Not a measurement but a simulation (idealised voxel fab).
Process module heading - voxel released beams
Cross-sectional view cut (width: 215 nm; square cell size: 5 nm).
The cross-sections in this document take the form of a grid made of square cells. They are written out as bands, in order from top to bottom. Each band consists of one or more rows of cells.
Band: top height; bottom height; in nm. Then, left to right: material with width in nm, for each material. "full width": a single material spanning edge to edge. "blank": empty space.
Convention: height 0 is the level below which the wafer, as received, is all one material. The lowest band does not terminate at the bottom but continues downward, represented as "from 0 down".
So if you see something like "30..40" for the width, read it as the top row of the band sitting at the first number and the bottom row at the second, with every row in between moving by the same amount as the last.
Reading "nothing changed" for a step: not a cell of the cross-section changed in it.
In "Enclosed void catalog" the enclosed voids are listed, meaning empty spaces of 8 cells or larger without any opening to the top. The form is width x height at distance, distance from the left edge, units nm.
Formally, on a step line, whatever follows the settings is a remark that the simulator itself makes on the step.
For masked steps, "overlay nm" on the step line gives how far right of plan the mask actually lay; a minus sign means it lay to the left.

Planned step list for the process:
step 1: RECEIVE (material Si)
step 2: CONFORMAL_DEP (material SiN; thk nm 10)
step 3: DIRECTIONAL_DEP (material SiO2; thk nm 15)
step 4: PATTERN (tone open; mask id ANCHOR; material resist; width nm 45; thk nm 15; overlay nm 0)
step 5: DIRECTIONAL_ETCH (etch materials SiO2; depth nm 15)
step 6: STRIP (etch materials resist)
step 7: CONFORMAL_DEP (material W; thk nm 15)
step 8: MASKED_ETCH (tone cover; mask id BEAM; width nm 90; etch materials W; depth nm 15; overlay nm 0)
step 9: STRIP (etch materials SiO2)

Of two wafers, the first: run according to plan:

Cross-section: wafer on arrival = after step 1:
  from 0 down  Si full width
  Enclosed void catalog: none

Cross-section of the wafer after step 2:
  from 10 to 0  SiN full width
  Rest of section, below 0: as before.

Cross-section of the wafer after step 3:
  from 25 to 10  SiO2 full width
  Rest of section, below 10: as before.

Cross-section of the wafer after step 4:
  from 40 to 25  65 resist, then 45 blank, then 105 resist
  Rest of section, below 25: as before.

Cross-section of the wafer after step 5:
  from 40 to 25  65 resist, then 45 blank, then 105 resist
  from 25 to 10  65 SiO2, then 45 blank, then 105 SiO2
  Rest of section, below 10: as before.

Cross-section of the wafer after step 6:
  from 25 to 10  65 SiO2, then 45 blank, then 105 SiO2
  Rest of section, below 10: as before.

Cross-section of the wafer after step 7:
  from 40 to 25  80 W, then 15 blank, then 120 W
  from 25 to 10  65 SiO2, then 45 W, then 105 SiO2
  Rest of section, below 10: as before.

Cross-section of the wafer after step 8:
  from 40 to 25  60 blank, then 20 W, then 15 blank, then 55 W, then 65 blank
  Rest of section, below 25: as before.

Cross-section of the wafer after step 9:
  from 40 to 25  60 blank, then 20 W, then 15 blank, then 55 W, then 65 blank
  from 25 to 10  65 blank, then 45 W, then 105 blank
  Rest of section, below 10: as before.

Companion wafer, the second of two: same beginning, same intended sequence, one mistake in carrying it out; through step 6 inclusive it tracks the first exactly:

The second wafer in cross-section, at the planned close of step 7:
  from 40 to 25  80 SiN, then 15 blank, then 120 SiN
  from 25 to 10  65 SiO2, then 45 SiN, then 105 SiO2
  Rest of section, below 10: as before.

The second wafer in cross-section, at the planned close of step 8: nothing changed

The second wafer in cross-section, at the planned close of step 9: nothing changed
Diagnosis: so step 7 ended up running with a different setting than we planned, it ran as CONFORMAL_DEP (material SiN; thk nm 15)
Heads up, by the end the second wafer has more or fewer cells of some materials compared to the first: SiN: 147 more | SiO2: 102 more | W: 72 fewer
